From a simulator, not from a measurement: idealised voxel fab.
process module | voxel released beams
cross-section cut | 215 nm wide | cells 5 nm
A cross-section is a grid of square cells, given in bands from the top down. A band is one or more rows of cells.
Each band's line starts with the height of the band's top and of its bottom, in nm. Then come its materials from left to right, each with its width in nm. One material with "throughout" fills the band from edge to edge. "air" is empty space.
Height 0 is the level under which the wafer as received is all one material. The lowest band goes on downwards, as in "0 down".
A width such as "30 to 40" changes by the same amount from each row of cells to the next, from the band's top row to its bottom row.
"no change" after a step means that no cell of the cross-section changed.
closed voids: empty space of 8 cells or more with no open way to the top, each as width x height at its distance from the left edge, in nm
after a step's settings: what the simulator itself notes on the step
overlay nm, on a step with a mask: how far to the right of its planned place the mask lay; to the left if negative
plan
1 op RECEIVE | material Si
2 op CONFORMAL_DEP | material SiN | thk nm 5
3 op DIRECTIONAL_DEP | material SiO2 | thk nm 15
4 op DIRECTIONAL_DEP | material aC | thk nm 15
5 op PATTERN | tone open | mask id ANCHOR | material resist | width nm 30 | thk nm 35 | overlay nm 0
6 op DIRECTIONAL_ETCH | etch materials aC | depth nm 15
7 op STRIP | etch materials resist
8 op DIRECTIONAL_ETCH | etch materials SiO2 | depth nm 15
9 op STRIP | etch materials aC
10 op CONFORMAL_DEP | material TiN | thk nm 10
11 op DIRECTIONAL_DEP | material aC | thk nm 10
12 op PATTERN | tone cover | mask id BEAM | material resist | width nm 105 | thk nm 30 | overlay nm 0
13 op DIRECTIONAL_ETCH | etch materials aC | depth nm 10
14 op STRIP | etch materials resist
15 op DIRECTIONAL_ETCH | etch materials TiN | depth nm 10
16 op STRIP | etch materials aC
17 op STRIP | etch materials SiO2
as received, after step 1
  0 down: Si throughout
  closed voids: none
first wafer at the end, as planned
  30 to 20: air 50 | TiN 15 | air 10 | TiN 80 | air 60
  20 to 15: air 55 | TiN 10 | air 10 | TiN 10 | air 130
  15 to 5: air 55 | TiN 30 | air 130
  5 to 0: SiN throughout
  0 down: Si throughout
  closed voids: none
second wafer at the end: like start, like plan, one mistake
  30 to 20: air 50 | TiN 105 | air 60
  20 to 0: SiN throughout
  0 down: Si throughout
  closed voids: none
what went wrong: step 3 ran as: op DIRECTIONAL_DEP | material SiN | thk nm 15
at the end the second wafer has, in cells: 129 more of SiN | 12 fewer of TiN
